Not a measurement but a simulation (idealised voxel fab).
Herein follows the process module entitled voxel trench capacitor.
This is section cut - it's 205 nm across, gridded in 5 nm square cells.
In this document a cross-section is written as a grid of square cells. It is given as a series of bands, listed from the top down, and a band is one or more rows of cells. Band: top height; bottom height; in nm. Then, left to right: material with width in nm, for each material. "throughout": a single material spanning edge to edge. "empty": empty space. A quick word on heights: they are counted from 0, and under that level the wafer as it came to us is one material throughout. The lowest band is different from the rest in having no bottom; it simply continues downward, written as in "0 down". With a width like "30 to 40", each row of cells in the band differs from the next by the same amount, the top row carrying the first number and the bottom row the second. "no modification" for a step: no cell of the cross-section changed in that step. This entry, "Non-vented voids", enumerates those empty regions of no fewer than 8 cells that possess no open connection to the top. Each region is reported in the form width x height at distance, the distance being taken from the left edge, with all three quantities expressed in nm. The remark found on a step's line after its settings is issued by the simulator itself and pertains to that step. The setting "overlay nm" may be written on the line of a step. When the step uses a mask, the value reports how far to the right of the planned place the mask lay, and a negative value reports that it lay to the left. Before/after cross-section pairs, one process step each; after shown to lowest changed band; step and settings beneath. Pairs may be from different runs of this module on the same starting wafer; a pair continues from the one above only where its "Pre-step geometry" entry says so.

PRE-STEP GEOMETRY
* 25 to 20  HfO2 throughout
* 20 to 15  TiN: 75 / HfO2: 5 / TiN: 40 / HfO2: 5 / TiN: 80
* 15 to 10  HfO2: 70 / TiN: 5 / HfO2: 5 / TiN: 5 / HfO2: 30 / TiN: 5 / HfO2: 5 / TiN: 5 / HfO2: 75
* 10 to 0  SiN: 65 / HfO2: 5 / TiN: 5 / HfO2: 5 / TiN: 5 / HfO2: 5 / SiN: 20 / HfO2: 5 / TiN: 5 / HfO2: 5 / TiN: 5 / HfO2: 5 / SiN: 70
* 0 to -30  Si: 65 / HfO2: 5 / TiN: 5 / HfO2: 5 / TiN: 5 / HfO2: 5 / Si: 20 / HfO2: 5 / TiN: 5 / HfO2: 5 / TiN: 5 / HfO2: 5 / Si: 70
* -30 to -35  Si: 65 / HfO2: 5 / TiN: 15 / HfO2: 5 / Si: 20 / HfO2: 5 / TiN: 15 / HfO2: 5 / Si: 70
* -35 to -40  Si: 65 / HfO2: 25 / Si: 20 / HfO2: 25 / Si: 70
* -40 down  Si throughout
* Non-vented voids: none

STRUCTURE AFTER STEP
* 10 to 0  SiN: 65 / HfO2: 5 / TiN: 5 / HfO2: 5 / TiN: 5 / HfO2: 5 / SiN: 20 / HfO2: 5 / TiN: 5 / HfO2: 5 / TiN: 5 / HfO2: 5 / SiN: 70
* Anything lower than 0 is untouched.
* Non-vented voids: none
Can you name the step between the two cross-sections above? It is CMP: height nm 10

PRE-STEP GEOMETRY
* 25 to 10  aC throughout
* 10 to 0  SiN throughout
* 0 down  Si throughout
* Non-vented voids: none

STRUCTURE AFTER STEP
* 60 to 25  empty: 65 / resist: 25 / empty: 20 / resist: 25 / empty: 70
* Anything lower than 25 is untouched.
* Non-vented voids: none
Can you name the step between the two cross-sections above? It is PATTERN: tone cover, mask id TRENCH, material resist, width nm 25, pitch nm 45, thk nm 35, overlay nm 0

Pre-step geometry: the after view from the pair directly above serves as the before view here.

STRUCTURE AFTER STEP
* 45 to 25  empty: 65 / resist: 25 / empty: 20 / resist: 25 / empty: 70
* 25 to 10  empty: 65 / aC: 25 / empty: 20 / aC: 25 / empty: 70
* Anything lower than 10 is untouched.
* Non-vented voids: none
Can you name the step between the two cross-sections above? It is DIRECTIONAL_ETCH: etch materials aC, depth nm 15

Pre-step geometry: the after view from the pair directly above serves as the before view here.

STRUCTURE AFTER STEP
* 25 to 10  empty: 65 / aC: 25 / empty: 20 / aC: 25 / empty: 70
* Anything lower than 10 is untouched.
* Non-vented voids: none
Can you name the step between the two cross-sections above? It is STRIP: etch materials resist

Pre-step geometry: the after view from the pair directly above serves as the before view here.

STRUCTURE AFTER STEP
* 25 to 10  empty: 65 / aC: 25 / empty: 20 / aC: 25 / empty: 70
* 10 to 0  empty: 65 / SiN: 25 / empty: 20 / SiN: 25 / empty: 70
* Anything lower than 0 is untouched.
* Non-vented voids: none
Can you name the step between the two cross-sections above? It is DIRECTIONAL_ETCH: etch materials SiN, depth nm 10

Pre-step geometry: the after view from the pair directly above serves as the before view here.

STRUCTURE AFTER STEP
* 25 to 10  empty: 65 / aC: 25 / empty: 20 / aC: 25 / empty: 70
* 10 to 0  empty: 65 / SiN: 25 / empty: 20 / SiN: 25 / empty: 70
* 0 to -40  empty: 65 / Si: 25 / empty: 20 / Si: 25 / empty: 70
* Anything lower than -40 is untouched.
* Non-vented voids: none
Can you name the step between the two cross-sections above? It is DIRECTIONAL_ETCH: etch materials Si, depth nm 40

Pre-step geometry: the after view from the pair directly above serves as the before view here.

STRUCTURE AFTER STEP
* 10 to 0  empty: 65 / SiN: 25 / empty: 20 / SiN: 25 / empty: 70
* Anything lower than 0 is untouched.
* Non-vented voids: none
Can you name the step between the two cross-sections above? It is STRIP: etch materials aC

Pre-step geometry: the after view from the pair directly above serves as the before view here.

STRUCTURE AFTER STEP
* 15 to 10  empty: 60 / HfO2: 35 / empty: 10 / HfO2: 35 / empty: 65
* 10 to 0  empty: 60 / HfO2: 5 / SiN: 25 / HfO2: 5 / empty: 10 / HfO2: 5 / SiN: 25 / HfO2: 5 / empty: 65
* 0 to -35  empty: 60 / HfO2: 5 / Si: 25 / HfO2: 5 / empty: 10 / HfO2: 5 / Si: 25 / HfO2: 5 / empty: 65
* -35 to -40  HfO2: 65 / Si: 25 / HfO2: 20 / Si: 25 / HfO2: 70
* Anything lower than -40 is untouched.
* Non-vented voids: none
Can you name the step between the two cross-sections above? It is CONFORMAL_DEP: material HfO2, thk nm 5

Pre-step geometry: the after view from the pair directly above serves as the before view here.

STRUCTURE AFTER STEP
* 20 to 15  empty: 55 / TiN: 90 / empty: 60
* 15 to 10  empty: 55 / TiN: 5 / HfO2: 35 / TiN: 10 / HfO2: 35 / TiN: 5 / empty: 60
* 10 to 0  empty: 55 / TiN: 5 / HfO2: 5 / SiN: 25 / HfO2: 5 / TiN: 10 / HfO2: 5 / SiN: 25 / HfO2: 5 / TiN: 5 / empty: 60
* 0 to -30  empty: 55 / TiN: 5 / HfO2: 5 / Si: 25 / HfO2: 5 / TiN: 10 / HfO2: 5 / Si: 25 / HfO2: 5 / TiN: 5 / empty: 60
* -30 to -35  TiN: 60 / HfO2: 5 / Si: 25 / HfO2: 5 / TiN: 10 / HfO2: 5 / Si: 25 / HfO2: 5 / TiN: 65
* Anything lower than -35 is untouched.
* Non-vented voids: none
Can you name the step between the two cross-sections above? It is CONFORMAL_DEP: material TiN, thk nm 5

Pre-step geometry: the after view from the pair directly above serves as the before view here.

STRUCTURE AFTER STEP
* 25 to 20  W throughout
* 20 to 15  W: 55 / TiN: 90 / W: 60
* 15 to 10  W: 55 / TiN: 5 / HfO2: 35 / TiN: 10 / HfO2: 35 / TiN: 5 / W: 60
* 10 to 0  W: 55 / TiN: 5 / HfO2: 5 / SiN: 25 / HfO2: 5 / TiN: 10 / HfO2: 5 / SiN: 25 / HfO2: 5 / TiN: 5 / W: 60
* 0 to -30  W: 55 / TiN: 5 / HfO2: 5 / Si: 25 / HfO2: 5 / TiN: 10 / HfO2: 5 / Si: 25 / HfO2: 5 / TiN: 5 / W: 60
* Anything lower than -30 is untouched.
* Non-vented voids: none
Can you name the step between the two cross-sections above? It is FILL_DEP: material W, thk nm 5

Pre-step geometry: the after view from the pair directly above serves as the before view here.

STRUCTURE AFTER STEP
* 10 to 0  W: 55 / TiN: 5 / HfO2: 5 / SiN: 25 / HfO2: 5 / TiN: 10 / HfO2: 5 / SiN: 25 / HfO2: 5 / TiN: 5 / W: 60
* Anything lower than 0 is untouched.
* Non-vented voids: none
Can you name the step between the two cross-sections above? It is CMP: height nm 10
